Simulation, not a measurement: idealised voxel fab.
Module name: voxel air gaps (process module)
cross-section cut | 210 nm wide | cells 5 nm
A cross-section is a grid of square cells, given in bands from the top down. A band is one or more rows of cells.
It is stipulated that each band's entry specify, in nanometres, the height of the top of the band and then that of its bottom, followed by the materials of the band in left-to-right sequence, each together with its width in nanometres. A single material marked by the word "full width" is understood to fill the band from edge to edge; the word "air" is understood to denote empty space.
Heights are reckoned from 0. Under this level, the received wafer is all of one material. The bottommost band is open-ended downward, for example "0 -> down".
A two-number width, for instance "30..40", indicates that the width is equal to the first number in the top row of the band and to the second number in the bottom row, and that it changes by a constant amount per row of cells.
No cell of the cross-section changed in a step that is given as "no change occurred".
Enclosed voids (no open way to top), threshold 8 cells or more, entry "Enclosed cavities", notation width x height at distance, distance from left edge, nm.
It should be noted that, on the line of a given step, the content following the step's settings is a remark produced by the simulator itself with respect to that step.
You can add "overlay nm" to a step's line. For a step with a mask, it describes how far the mask lay to the right of its planned position, and a negative number describes a lay to the left.
From here on the document is pairs. In a pair, the cross-section before one process step comes with the cross-section after it, and the latter goes no deeper than the lowest band that changed. What lies in between, the step and its settings, is written under the pair. A pair may be from a different run of this module on the same starting wafer than the pair above it, so it continues from that pair only where its entry headed "Before step" says so.

## Before step
0 -> down = Si full width
Enclosed cavities: none

## Step Result
15 -> 0 = SiO2 full width
Heights below 0 show no change.
Enclosed cavities: none
Quick note on the step between the two cross-sections above: op CONFORMAL_DEP | material SiO2 | thk nm 15

Before step: same picture as after in the pair right above, so we don't repeat it.

## Step Result
20 -> 15 = SiCN full width
Heights below 15 show no change.
Enclosed cavities: none
Quick note on the step between the two cross-sections above: op CONFORMAL_DEP | material SiCN | thk nm 5

Before step: same picture as after in the pair right above, so we don't repeat it.

## Step Result
60 -> 20 = SiO2 full width
Heights below 20 show no change.
Enclosed cavities: none
Quick note on the step between the two cross-sections above: op DIRECTIONAL_DEP | material SiO2 | thk nm 40

Before step: same picture as after in the pair right above, so we don't repeat it.

## Step Result
75 -> 60 = aC full width
Heights below 60 show no change.
Enclosed cavities: none
Quick note on the step between the two cross-sections above: op DIRECTIONAL_DEP | material aC | thk nm 15

Before step: same picture as after in the pair right above, so we don't repeat it.

## Step Result
110 -> 75 = 20 resist | 20 air | 30 resist | 20 air | 30 resist | 20 air | 30 resist | 20 air | 20 resist
Heights below 75 show no change.
Enclosed cavities: none
Quick note on the step between the two cross-sections above: op PATTERN | tone open | mask id LINES | material resist | width nm 20 | pitch nm 50 | thk nm 35 | overlay nm 0

Before step: same picture as after in the pair right above, so we don't repeat it.

## Step Result
95 -> 75 = 20 resist | 20 air | 30 resist | 20 air | 30 resist | 20 air | 30 resist | 20 air | 20 resist
75 -> 60 = 20 aC | 20 air | 30 aC | 20 air | 30 aC | 20 air | 30 aC | 20 air | 20 aC
Heights below 60 show no change.
Enclosed cavities: none
Quick note on the step between the two cross-sections above: op DIRECTIONAL_ETCH | etch materials aC | depth nm 15

Before step: same picture as after in the pair right above, so we don't repeat it.

## Step Result
75 -> 60 = 20 aC | 20 air | 30 aC | 20 air | 30 aC | 20 air | 30 aC | 20 air | 20 aC
Heights below 60 show no change.
Enclosed cavities: none
Quick note on the step between the two cross-sections above: op STRIP | etch materials resist

Before step: same picture as after in the pair right above, so we don't repeat it.

## Step Result
75 -> 60 = 20 aC | 20 air | 30 aC | 20 air | 30 aC | 20 air | 30 aC | 20 air | 20 aC
60 -> 20 = 20 SiO2 | 20 air | 30 SiO2 | 20 air | 30 SiO2 | 20 air | 30 SiO2 | 20 air | 20 SiO2
Heights below 20 show no change.
Enclosed cavities: none
Quick note on the step between the two cross-sections above: op DIRECTIONAL_ETCH | etch materials SiO2 | depth nm 40

Before step: same picture as after in the pair right above, so we don't repeat it.

## Step Result
60 -> 20 = 20 SiO2 | 20 air | 30 SiO2 | 20 air | 30 SiO2 | 20 air | 30 SiO2 | 20 air | 20 SiO2
Heights below 20 show no change.
Enclosed cavities: none
Quick note on the step between the two cross-sections above: op STRIP | etch materials aC

Before step: same picture as after in the pair right above, so we don't repeat it.

## Step Result
65 -> 60 = 25 TiN | 10 air | 40 TiN | 10 air | 40 TiN | 10 air | 40 TiN | 10 air | 25 TiN
60 -> 25 = 20 SiO2 | 5 TiN | 10 air | 5 TiN | 30 SiO2 | 5 TiN | 10 air | 5 TiN | 30 SiO2 | 5 TiN | 10 air | 5 TiN | 30 SiO2 | 5 TiN | 10 air | 5 TiN | 20 SiO2
25 -> 20 = 20 SiO2 | 20 TiN | 30 SiO2 | 20 TiN | 30 SiO2 | 20 TiN | 30 SiO2 | 20 TiN | 20 SiO2
Heights below 20 show no change.
Enclosed cavities: none
Quick note on the step between the two cross-sections above: op CONFORMAL_DEP | material TiN | thk nm 5

Before step: same picture as after in the pair right above, so we don't repeat it.

## Step Result
75 -> 65 = Ru full width
65 -> 60 = 25 TiN | 10 Ru | 40 TiN | 10 Ru | 40 TiN | 10 Ru | 40 TiN | 10 Ru | 25 TiN
60 -> 25 = 20 SiO2 | 5 TiN | 10 Ru | 5 TiN | 30 SiO2 | 5 TiN | 10 Ru | 5 TiN | 30 SiO2 | 5 TiN | 10 Ru | 5 TiN | 30 SiO2 | 5 TiN | 10 Ru | 5 TiN | 20 SiO2
Heights below 25 show no change.
Enclosed cavities: none
Quick note on the step between the two cross-sections above: op FILL_DEP | material Ru | thk nm 10

Before step: same picture as after in the pair right above, so we don't repeat it.

## Step Result
60 -> 25 = 20 SiO2 | 5 TiN | 10 Ru | 5 TiN | 30 SiO2 | 5 TiN | 10 Ru | 5 TiN | 30 SiO2 | 5 TiN | 10 Ru | 5 TiN | 30 SiO2 | 5 TiN | 10 Ru | 5 TiN | 20 SiO2
Heights below 25 show no change.
Enclosed cavities: none
Quick note on the step between the two cross-sections above: op CMP | height nm 60

Before step: same picture as after in the pair right above, so we don't repeat it.

## Step Result
70 -> 60 = 10 air | 40 Ru | 10 air | 40 Ru | 10 air | 40 Ru | 10 air | 40 Ru | 10 air
Heights below 60 show no change.
Enclosed cavities: none
Quick note on the step between the two cross-sections above: op EPI | material Ru | thk nm 10

Before step: same picture as after in the pair right above, so we don't repeat it.

## Step Result
70 -> 60 = 10 air | 40 Ru | 10 air | 40 Ru | 10 air | 40 Ru | 10 air | 40 Ru | 10 air
60 -> 25 = 20 air | 5 TiN | 10 Ru | 5 TiN | 30 air | 5 TiN | 10 Ru | 5 TiN | 30 air | 5 TiN | 10 Ru | 5 TiN | 30 air | 5 TiN | 10 Ru | 5 TiN | 20 air
25 -> 20 = 20 air | 20 TiN | 30 air | 20 TiN | 30 air | 20 TiN | 30 air | 20 TiN | 20 air
Heights below 20 show no change.
Enclosed cavities: none
Quick note on the step between the two cross-sections above: op SELECTIVE_ETCH | etch materials SiO2 | depth nm 50

Before step: same picture as after in the pair right above, so we don't repeat it.

## Step Result
75 -> 70 = 5 air | 200 SiCN | 5 air
70 -> 60 = 5 air | 5 SiCN | 40 Ru | 10 SiCN | 40 Ru | 10 SiCN | 40 Ru | 10 SiCN | 40 Ru | 5 SiCN | 5 air
60 -> 55 = 5 air | 15 SiCN | 5 TiN | 10 Ru | 5 TiN | 30 SiCN | 5 TiN | 10 Ru | 5 TiN | 30 SiCN | 5 TiN | 10 Ru | 5 TiN | 30 SiCN | 5 TiN | 10 Ru | 5 TiN | 15 SiCN | 5 air
55 -> 25 = 15 air | 5 SiCN | 5 TiN | 10 Ru | 5 TiN | 5 SiCN | 20 air | 5 SiCN | 5 TiN | 10 Ru | 5 TiN | 5 SiCN | 20 air | 5 SiCN | 5 TiN | 10 Ru | 5 TiN | 5 SiCN | 20 air | 5 SiCN | 5 TiN | 10 Ru | 5 TiN | 5 SiCN | 15 air
25 -> 20 = 20 SiCN | 20 TiN | 30 SiCN | 20 TiN | 30 SiCN | 20 TiN | 30 SiCN | 20 TiN | 20 SiCN
Heights below 20 show no change.
Enclosed cavities: 20 x 30 at 45; 20 x 30 at 95; 20 x 30 at 145
Quick note on the step between the two cross-sections above: op CONFORMAL_DEP | material SiCN | thk nm 5

## Before step
75 -> 65 = Ru full width
65 -> 60 = 25 TiN | 10 Ru | 40 TiN | 10 Ru | 40 TiN | 10 Ru | 40 TiN | 10 Ru | 25 TiN
60 -> 25 = 20 SiO2 | 5 TiN | 10 Ru | 5 TiN | 30 SiO2 | 5 TiN | 10 Ru | 5 TiN | 30 SiO2 | 5 TiN | 10 Ru | 5 TiN | 30 SiO2 | 5 TiN | 10 Ru | 5 TiN | 20 SiO2
25 -> 20 = 20 SiO2 | 20 TiN | 30 SiO2 | 20 TiN | 30 SiO2 | 20 TiN | 30 SiO2 | 20 TiN | 20 SiO2
20 -> 15 = SiCN full width
15 -> 0 = SiO2 full width
0 -> down = Si full width
Enclosed cavities: none

## Step Result
85 -> 65 = Ru full width
Heights below 65 show no change.
Enclosed cavities: none
Quick note on the step between the two cross-sections above: op EPI | material Ru | thk nm 10

Before step: same picture as after in the pair right above, so we don't repeat it.

## Step Result
90 -> 85 = SiCN full width
Heights below 85 show no change.
Enclosed cavities: none
Quick note on the step between the two cross-sections above: op CONFORMAL_DEP | material SiCN | thk nm 5

## Before step
70 -> 60 = 10 air | 40 Ru | 10 air | 40 Ru | 10 air | 40 Ru | 10 air | 40 Ru | 10 air
60 -> 25 = 20 SiO2 | 5 TiN | 10 Ru | 5 TiN | 30 SiO2 | 5 TiN | 10 Ru | 5 TiN | 30 SiO2 | 5 TiN | 10 Ru | 5 TiN | 30 SiO2 | 5 TiN | 10 Ru | 5 TiN | 20 SiO2
25 -> 20 = 20 SiO2 | 20 TiN | 30 SiO2 | 20 TiN | 30 SiO2 | 20 TiN | 30 SiO2 | 20 TiN | 20 SiO2
20 -> 15 = SiCN full width
15 -> 0 = SiO2 full width
0 -> down = Si full width
Enclosed cavities: none

## Step Result
80 -> 60 = Ru full width
Heights below 60 show no change.
Enclosed cavities: none
Quick note on the step between the two cross-sections above: op EPI | material Ru | thk nm 10

Before step: same picture as after in the pair right above, so we don't repeat it.

## Step Result
85 -> 80 = SiCN full width
Heights below 80 show no change.
Enclosed cavities: none
Quick note on the step between the two cross-sections above: op CONFORMAL_DEP | material SiCN | thk nm 5

## Before step
15 -> 0 = SiO2 full width
0 -> down = Si full width
Enclosed cavities: none

## Step Result
55 -> 0 = SiO2 full width
Heights below 0 show no change.
Enclosed cavities: none
Quick note on the step between the two cross-sections above: op DIRECTIONAL_DEP | material SiO2 | thk nm 40

Before step: same picture as after in the pair right above, so we don't repeat it.

## Step Result
60 -> 55 = SiCN full width
Heights below 55 show no change.
Enclosed cavities: none
Quick note on the step between the two cross-sections above: op CONFORMAL_DEP | material SiCN | thk nm 5

Before step: same picture as after in the pair right above, so we don't repeat it.

## Step Result
75 -> 60 = aC full width
Heights below 60 show no change.
Enclosed cavities: none
Quick note on the step between the two cross-sections above: op DIRECTIONAL_DEP | material aC | thk nm 15

Before step: same picture as after in the pair right above, so we don't repeat it.

## Step Result
110 -> 75 = 20 resist | 20 air | 30 resist | 20 air | 30 resist | 20 air | 30 resist | 20 air | 20 resist
Heights below 75 show no change.
Enclosed cavities: none
Quick note on the step between the two cross-sections above: op PATTERN | tone open | mask id LINES | material resist | width nm 20 | pitch nm 50 | thk nm 35 | overlay nm 0

Before step: same picture as after in the pair right above, so we don't repeat it.

## Step Result
95 -> 75 = 20 resist | 20 air | 30 resist | 20 air | 30 resist | 20 air | 30 resist | 20 air | 20 resist
75 -> 60 = 20 aC | 20 air | 30 aC | 20 air | 30 aC | 20 air | 30 aC | 20 air | 20 aC
Heights below 60 show no change.
Enclosed cavities: none
Quick note on the step between the two cross-sections above: op DIRECTIONAL_ETCH | etch materials aC | depth nm 15

Before step: same picture as after in the pair right above, so we don't repeat it.

## Step Result
75 -> 60 = 20 aC | 20 air | 30 aC | 20 air | 30 aC | 20 air | 30 aC | 20 air | 20 aC
Heights below 60 show no change.
Enclosed cavities: none
Quick note on the step between the two cross-sections above: op STRIP | etch materials resist

Before step: same picture as after in the pair right above, so we don't repeat it.

## Step Result
60 -> 55 = SiCN full width
Heights below 55 show no change.
Enclosed cavities: none
Quick note on the step between the two cross-sections above: op STRIP | etch materials aC

Before step: same picture as after in the pair right above, so we don't repeat it.

## Step Result
65 -> 60 = TiN full width
Heights below 60 show no change.
Enclosed cavities: none
Quick note on the step between the two cross-sections above: op CONFORMAL_DEP | material TiN | thk nm 5

Before step: same picture as after in the pair right above, so we don't repeat it.

## Step Result
75 -> 65 = Ru full width
Heights below 65 show no change.
Enclosed cavities: none
Quick note on the step between the two cross-sections above: op FILL_DEP | material Ru | thk nm 10

Before step: same picture as after in the pair right above, so we don't repeat it.

## Step Result
60 -> 55 = SiCN full width
Heights below 55 show no change.
Enclosed cavities: none
Quick note on the step between the two cross-sections above: op CMP | height nm 60

Before step: same picture as after in the pair right above, so we don't repeat it.

## Step Result
65 -> 55 = SiCN full width
Heights below 55 show no change.
Enclosed cavities: none
Quick note on the step between the two cross-sections above: op CONFORMAL_DEP | material SiCN | thk nm 5

## Before step
20 -> 15 = SiCN full width
15 -> 0 = SiO2 full width
0 -> down = Si full width
Enclosed cavities: none

## Step Result
50 -> 20 = SiO2 full width
Heights below 20 show no change.
Enclosed cavities: none
Quick note on the step between the two cross-sections above: op DIRECTIONAL_DEP | material SiO2 | thk nm 30

Before step: same picture as after in the pair right above, so we don't repeat it.

## Step Result
65 -> 50 = aC full width
Heights below 50 show no change.
Enclosed cavities: none
Quick note on the step between the two cross-sections above: op DIRECTIONAL_DEP | material aC | thk nm 15

Before step: same picture as after in the pair right above, so we don't repeat it.

## Step Result
100 -> 65 = 20 resist | 20 air | 30 resist | 20 air | 30 resist | 20 air | 30 resist | 20 air | 20 resist
Heights below 65 show no change.
Enclosed cavities: none
Quick note on the step between the two cross-sections above: op PATTERN | tone open | mask id LINES | material resist | width nm 20 | pitch nm 50 | thk nm 35 | overlay nm 0

Before step: same picture as after in the pair right above, so we don't repeat it.

## Step Result
85 -> 65 = 20 resist | 20 air | 30 resist | 20 air | 30 resist | 20 air | 30 resist | 20 air | 20 resist
65 -> 50 = 20 aC | 20 air | 30 aC | 20 air | 30 aC | 20 air | 30 aC | 20 air | 20 aC
Heights below 50 show no change.
Enclosed cavities: none
Quick note on the step between the two cross-sections above: op DIRECTIONAL_ETCH | etch materials aC | depth nm 15

Before step: same picture as after in the pair right above, so we don't repeat it.

## Step Result
65 -> 50 = 20 aC | 20 air | 30 aC | 20 air | 30 aC | 20 air | 30 aC | 20 air | 20 aC
Heights below 50 show no change.
Enclosed cavities: none
Quick note on the step between the two cross-sections above: op STRIP | etch materials resist

Before step: same picture as after in the pair right above, so we don't repeat it.

## Step Result
65 -> 50 = 20 aC | 20 air | 30 aC | 20 air | 30 aC | 20 air | 30 aC | 20 air | 20 aC
50 -> 20 = 20 SiO2 | 20 air | 30 SiO2 | 20 air | 30 SiO2 | 20 air | 30 SiO2 | 20 air | 20 SiO2
Heights below 20 show no change.
Enclosed cavities: none
Quick note on the step between the two cross-sections above: op DIRECTIONAL_ETCH | etch materials SiO2 | depth nm 40

Before step: same picture as after in the pair right above, so we don't repeat it.

## Step Result
50 -> 20 = 20 SiO2 | 20 air | 30 SiO2 | 20 air | 30 SiO2 | 20 air | 30 SiO2 | 20 air | 20 SiO2
Heights below 20 show no change.
Enclosed cavities: none
Quick note on the step between the two cross-sections above: op STRIP | etch materials aC

Before step: same picture as after in the pair right above, so we don't repeat it.

## Step Result
55 -> 50 = 25 TiN | 10 air | 40 TiN | 10 air | 40 TiN | 10 air | 40 TiN | 10 air | 25 TiN
50 -> 25 = 20 SiO2 | 5 TiN | 10 air | 5 TiN | 30 SiO2 | 5 TiN | 10 air | 5 TiN | 30 SiO2 | 5 TiN | 10 air | 5 TiN | 30 SiO2 | 5 TiN | 10 air | 5 TiN | 20 SiO2
25 -> 20 = 20 SiO2 | 20 TiN | 30 SiO2 | 20 TiN | 30 SiO2 | 20 TiN | 30 SiO2 | 20 TiN | 20 SiO2
Heights below 20 show no change.
Enclosed cavities: none
Quick note on the step between the two cross-sections above: op CONFORMAL_DEP | material TiN | thk nm 5

Before step: same picture as after in the pair right above, so we don't repeat it.

## Step Result
65 -> 55 = Ru full width
55 -> 50 = 25 TiN | 10 Ru | 40 TiN | 10 Ru | 40 TiN | 10 Ru | 40 TiN | 10 Ru | 25 TiN
50 -> 25 = 20 SiO2 | 5 TiN | 10 Ru | 5 TiN | 30 SiO2 | 5 TiN | 10 Ru | 5 TiN | 30 SiO2 | 5 TiN | 10 Ru | 5 TiN | 30 SiO2 | 5 TiN | 10 Ru | 5 TiN | 20 SiO2
Heights below 25 show no change.
Enclosed cavities: none
Quick note on the step between the two cross-sections above: op FILL_DEP | material Ru | thk nm 10

Before step: same picture as after in the pair right above, so we don't repeat it.

## Step Result
60 -> 55 = Ru full width
Heights below 55 show no change.
Enclosed cavities: none
Quick note on the step between the two cross-sections above: op CMP | height nm 60

Before step: same picture as after in the pair right above, so we don't repeat it.

## Step Result
70 -> 55 = Ru full width
Heights below 55 show no change.
Enclosed cavities: none
Quick note on the step between the two cross-sections above: op EPI | material Ru | thk nm 10

Before step: same picture as after in the pair right above, so we don't repeat it.

## Step Result
75 -> 70 = SiCN full width
Heights below 70 show no change.
Enclosed cavities: none
Quick note on the step between the two cross-sections above: op CONFORMAL_DEP | material SiCN | thk nm 5

## Before step
75 -> 60 = aC full width
60 -> 20 = SiO2 full width
20 -> 15 = SiCN full width
15 -> 0 = SiO2 full width
0 -> down = Si full width
Enclosed cavities: none

## Step Result
110 -> 75 = 20 resist | 25 air | 25 resist | 25 air | 25 resist | 25 air | 25 resist | 25 air | 15 resist
Heights below 75 show no change.
Enclosed cavities: none
Quick note on the step between the two cross-sections above: op PATTERN | tone open | mask id LINES | material resist | width nm 25 | pitch nm 50 | thk nm 35 | overlay nm 0

Before step: same picture as after in the pair right above, so we don't repeat it.

## Step Result
95 -> 75 = 20 resist | 25 air | 25 resist | 25 air | 25 resist | 25 air | 25 resist | 25 air | 15 resist
75 -> 60 = 20 aC | 25 air | 25 aC | 25 air | 25 aC | 25 air | 25 aC | 25 air | 15 aC
Heights below 60 show no change.
Enclosed cavities: none
Quick note on the step between the two cross-sections above: op DIRECTIONAL_ETCH | etch materials aC | depth nm 15

Before step: same picture as after in the pair right above, so we don't repeat it.

## Step Result
75 -> 60 = 20 aC | 25 air | 25 aC | 25 air | 25 aC | 25 air | 25 aC | 25 air | 15 aC
Heights below 60 show no change.
Enclosed cavities: none
Quick note on the step between the two cross-sections above: op STRIP | etch materials resist

Before step: same picture as after in the pair right above, so we don't repeat it.

## Step Result
75 -> 60 = 20 aC | 25 air | 25 aC | 25 air | 25 aC | 25 air | 25 aC | 25 air | 15 aC
60 -> 20 = 20 SiO2 | 25 air | 25 SiO2 | 25 air | 25 SiO2 | 25 air | 25 SiO2 | 25 air | 15 SiO2
Heights below 20 show no change.
Enclosed cavities: none
Quick note on the step between the two cross-sections above: op DIRECTIONAL_ETCH | etch materials SiO2 | depth nm 40

Before step: same picture as after in the pair right above, so we don't repeat it.

## Step Result
60 -> 20 = 20 SiO2 | 25 air | 25 SiO2 | 25 air | 25 SiO2 | 25 air | 25 SiO2 | 25 air | 15 SiO2
Heights below 20 show no change.
Enclosed cavities: none
Quick note on the step between the two cross-sections above: op STRIP | etch materials aC

Before step: same picture as after in the pair right above, so we don't repeat it.

## Step Result
65 -> 60 = 25 TiN | 15 air | 35 TiN | 15 air | 35 TiN | 15 air | 35 TiN | 15 air | 20 TiN
60 -> 25 = 20 SiO2 | 5 TiN | 15 air | 5 TiN | 25 SiO2 | 5 TiN | 15 air | 5 TiN | 25 SiO2 | 5 TiN | 15 air | 5 TiN | 25 SiO2 | 5 TiN | 15 air | 5 TiN | 15 SiO2
25 -> 20 = 20 SiO2 | 25 TiN | 25 SiO2 | 25 TiN | 25 SiO2 | 25 TiN | 25 SiO2 | 25 TiN | 15 SiO2
Heights below 20 show no change.
Enclosed cavities: none
Quick note on the step between the two cross-sections above: op CONFORMAL_DEP | material TiN | thk nm 5

Before step: same picture as after in the pair right above, so we don't repeat it.

## Step Result
75 -> 65 = Ru full width
65 -> 60 = 25 TiN | 15 Ru | 35 TiN | 15 Ru | 35 TiN | 15 Ru | 35 TiN | 15 Ru | 20 TiN
60 -> 25 = 20 SiO2 | 5 TiN | 15 Ru | 5 TiN | 25 SiO2 | 5 TiN | 15 Ru | 5 TiN | 25 SiO2 | 5 TiN | 15 Ru | 5 TiN | 25 SiO2 | 5 TiN | 15 Ru | 5 TiN | 15 SiO2
Heights below 25 show no change.
Enclosed cavities: none
Quick note on the step between the two cross-sections above: op FILL_DEP | material Ru | thk nm 10

Before step: same picture as after in the pair right above, so we don't repeat it.

## Step Result
60 -> 25 = 20 SiO2 | 5 TiN | 15 Ru | 5 TiN | 25 SiO2 | 5 TiN | 15 Ru | 5 TiN | 25 SiO2 | 5 TiN | 15 Ru | 5 TiN | 25 SiO2 | 5 TiN | 15 Ru | 5 TiN | 15 SiO2
Heights below 25 show no change.
Enclosed cavities: none
Quick note on the step between the two cross-sections above: op CMP | height nm 60

Before step: same picture as after in the pair right above, so we don't repeat it.

## Step Result
70 -> 60 = 10 air | 45 Ru | 5 air | 45 Ru | 5 air | 45 Ru | 5 air | 45 Ru | 5 air
Heights below 60 show no change.
Enclosed cavities: none
Quick note on the step between the two cross-sections above: op EPI | material Ru | thk nm 10

Before step: same picture as after in the pair right above, so we don't repeat it.

## Step Result
70 -> 60 = 10 air | 45 Ru | 5 air | 45 Ru | 5 air | 45 Ru | 5 air | 45 Ru | 5 air
60 -> 25 = 20 air | 5 TiN | 15 Ru | 5 TiN | 25 air | 5 TiN | 15 Ru | 5 TiN | 25 air | 5 TiN | 15 Ru | 5 TiN | 25 air | 5 TiN | 15 Ru | 5 TiN | 15 air
25 -> 20 = 20 air | 25 TiN | 25 air | 25 TiN | 25 air | 25 TiN | 25 air | 25 TiN | 15 air
Heights below 20 show no change.
Enclosed cavities: none
Quick note on the step between the two cross-sections above: op SELECTIVE_ETCH | etch materials SiO2 | depth nm 50

Before step: same picture as after in the pair right above, so we don't repeat it.

## Step Result
75 -> 70 = 5 air | 205 SiCN
70 -> 60 = 5 air | 5 SiCN | 45 Ru | 5 SiCN | 45 Ru | 5 SiCN | 45 Ru | 5 SiCN | 45 Ru | 5 SiCN
60 -> 55 = 5 air | 15 SiCN | 5 TiN | 15 Ru | 5 TiN | 25 SiCN | 5 TiN | 15 Ru | 5 TiN | 25 SiCN | 5 TiN | 15 Ru | 5 TiN | 25 SiCN | 5 TiN | 15 Ru | 5 TiN | 15 SiCN
55 -> 25 = 15 air | 5 SiCN | 5 TiN | 15 Ru | 5 TiN | 5 SiCN | 15 air | 5 SiCN | 5 TiN | 15 Ru | 5 TiN | 5 SiCN | 15 air | 5 SiCN | 5 TiN | 15 Ru | 5 TiN | 5 SiCN | 15 air | 5 SiCN | 5 TiN | 15 Ru | 5 TiN | 5 SiCN | 10 air
25 -> 20 = 20 SiCN | 25 TiN | 25 SiCN | 25 TiN | 25 SiCN | 25 TiN | 25 SiCN | 25 TiN | 15 SiCN
Heights below 20 show no change.
Enclosed cavities: 15 x 30 at 50; 15 x 30 at 100; 15 x 30 at 150; 10 x 30 at 200
Quick note on the step between the two cross-sections above: op CONFORMAL_DEP | material SiCN | thk nm 5

## Before step
75 -> 60 = aC full width
60 -> 20 = SiO2 full width
20 -> 15 = SiCN full width
15 -> 0 = SiO2 full width
0 -> down = Si full width
Enclosed cavities: none

## Step Result
110 -> 75 = 25 resist | 20 air | 30 resist | 20 air | 30 resist | 20 air | 30 resist | 20 air | 15 resist
Heights below 75 show no change.
Enclosed cavities: none
Quick note on the step between the two cross-sections above: op PATTERN | tone open | mask id LINES | material resist | width nm 20 | pitch nm 50 | thk nm 35 | overlay nm 5

Before step: same picture as after in the pair right above, so we don't repeat it.

## Step Result
95 -> 75 = 25 resist | 20 air | 30 resist | 20 air | 30 resist | 20 air | 30 resist | 20 air | 15 resist
75 -> 60 = 25 aC | 20 air | 30 aC | 20 air | 30 aC | 20 air | 30 aC | 20 air | 15 aC
Heights below 60 show no change.
Enclosed cavities: none
Quick note on the step between the two cross-sections above: op DIRECTIONAL_ETCH | etch materials aC | depth nm 15

Before step: same picture as after in the pair right above, so we don't repeat it.

## Step Result
75 -> 60 = 25 aC | 20 air | 30 aC | 20 air | 30 aC | 20 air | 30 aC | 20 air | 15 aC
Heights below 60 show no change.
Enclosed cavities: none
Quick note on the step between the two cross-sections above: op STRIP | etch materials resist

Before step: same picture as after in the pair right above, so we don't repeat it.

## Step Result
75 -> 60 = 25 aC | 20 air | 30 aC | 20 air | 30 aC | 20 air | 30 aC | 20 air | 15 aC
60 -> 20 = 25 SiO2 | 20 air | 30 SiO2 | 20 air | 30 SiO2 | 20 air | 30 SiO2 | 20 air | 15 SiO2
Heights below 20 show no change.
Enclosed cavities: none
Quick note on the step between the two cross-sections above: op DIRECTIONAL_ETCH | etch materials SiO2 | depth nm 40

Before step: same picture as after in the pair right above, so we don't repeat it.

## Step Result
60 -> 20 = 25 SiO2 | 20 air | 30 SiO2 | 20 air | 30 SiO2 | 20 air | 30 SiO2 | 20 air | 15 SiO2
Heights below 20 show no change.
Enclosed cavities: none
Quick note on the step between the two cross-sections above: op STRIP | etch materials aC

Before step: same picture as after in the pair right above, so we don't repeat it.

## Step Result
65 -> 60 = 30 TiN | 10 air | 40 TiN | 10 air | 40 TiN | 10 air | 40 TiN | 10 air | 20 TiN
60 -> 25 = 25 SiO2 | 5 TiN | 10 air | 5 TiN | 30 SiO2 | 5 TiN | 10 air | 5 TiN | 30 SiO2 | 5 TiN | 10 air | 5 TiN | 30 SiO2 | 5 TiN | 10 air | 5 TiN | 15 SiO2
25 -> 20 = 25 SiO2 | 20 TiN | 30 SiO2 | 20 TiN | 30 SiO2 | 20 TiN | 30 SiO2 | 20 TiN | 15 SiO2
Heights below 20 show no change.
Enclosed cavities: none
Quick note on the step between the two cross-sections above: op CONFORMAL_DEP | material TiN | thk nm 5

Before step: same picture as after in the pair right above, so we don't repeat it.

## Step Result
75 -> 65 = Ru full width
65 -> 60 = 30 TiN | 10 Ru | 40 TiN | 10 Ru | 40 TiN | 10 Ru | 40 TiN | 10 Ru | 20 TiN
60 -> 25 = 25 SiO2 | 5 TiN | 10 Ru | 5 TiN | 30 SiO2 | 5 TiN | 10 Ru | 5 TiN | 30 SiO2 | 5 TiN | 10 Ru | 5 TiN | 30 SiO2 | 5 TiN | 10 Ru | 5 TiN | 15 SiO2
Heights below 25 show no change.
Enclosed cavities: none
Quick note on the step between the two cross-sections above: op FILL_DEP | material Ru | thk nm 10

Before step: same picture as after in the pair right above, so we don't repeat it.

## Step Result
60 -> 25 = 25 SiO2 | 5 TiN | 10 Ru | 5 TiN | 30 SiO2 | 5 TiN | 10 Ru | 5 TiN | 30 SiO2 | 5 TiN | 10 Ru | 5 TiN | 30 SiO2 | 5 TiN | 10 Ru | 5 TiN | 15 SiO2
Heights below 25 show no change.
Enclosed cavities: none
Quick note on the step between the two cross-sections above: op CMP | height nm 60

Before step: same picture as after in the pair right above, so we don't repeat it.

## Step Result
70 -> 60 = 15 air | 40 Ru | 10 air | 40 Ru | 10 air | 40 Ru | 10 air | 40 Ru | 5 air
Heights below 60 show no change.
Enclosed cavities: none
Quick note on the step between the two cross-sections above: op EPI | material Ru | thk nm 10

Before step: same picture as after in the pair right above, so we don't repeat it.

## Step Result
70 -> 60 = 15 air | 40 Ru | 10 air | 40 Ru | 10 air | 40 Ru | 10 air | 40 Ru | 5 air
60 -> 25 = 25 air | 5 TiN | 10 Ru | 5 TiN | 30 air | 5 TiN | 10 Ru | 5 TiN | 30 air | 5 TiN | 10 Ru | 5 TiN | 30 air | 5 TiN | 10 Ru | 5 TiN | 15 air
25 -> 20 = 25 air | 20 TiN | 30 air | 20 TiN | 30 air | 20 TiN | 30 air | 20 TiN | 15 air
Heights below 20 show no change.
Enclosed cavities: none
Quick note on the step between the two cross-sections above: op SELECTIVE_ETCH | etch materials SiO2 | depth nm 50

Before step: same picture as after in the pair right above, so we don't repeat it.

## Step Result
75 -> 70 = 10 air | 200 SiCN
70 -> 60 = 10 air | 5 SiCN | 40 Ru | 10 SiCN | 40 Ru | 10 SiCN | 40 Ru | 10 SiCN | 40 Ru | 5 SiCN
60 -> 55 = 10 air | 15 SiCN | 5 TiN | 10 Ru | 5 TiN | 30 SiCN | 5 TiN | 10 Ru | 5 TiN | 30 SiCN | 5 TiN | 10 Ru | 5 TiN | 30 SiCN | 5 TiN | 10 Ru | 5 TiN | 15 SiCN
55 -> 25 = 20 air | 5 SiCN | 5 TiN | 10 Ru | 5 TiN | 5 SiCN | 20 air | 5 SiCN | 5 TiN | 10 Ru | 5 TiN | 5 SiCN | 20 air | 5 SiCN | 5 TiN | 10 Ru | 5 TiN | 5 SiCN | 20 air | 5 SiCN | 5 TiN | 10 Ru | 5 TiN | 5 SiCN | 10 air
25 -> 20 = 25 SiCN | 20 TiN | 30 SiCN | 20 TiN | 30 SiCN | 20 TiN | 30 SiCN | 20 TiN | 15 SiCN
Heights below 20 show no change.
Enclosed cavities: 20 x 30 at 50; 20 x 30 at 100; 20 x 30 at 150; 10 x 30 at 200
Quick note on the step between the two cross-sections above: op CONFORMAL_DEP | material SiCN | thk nm 5
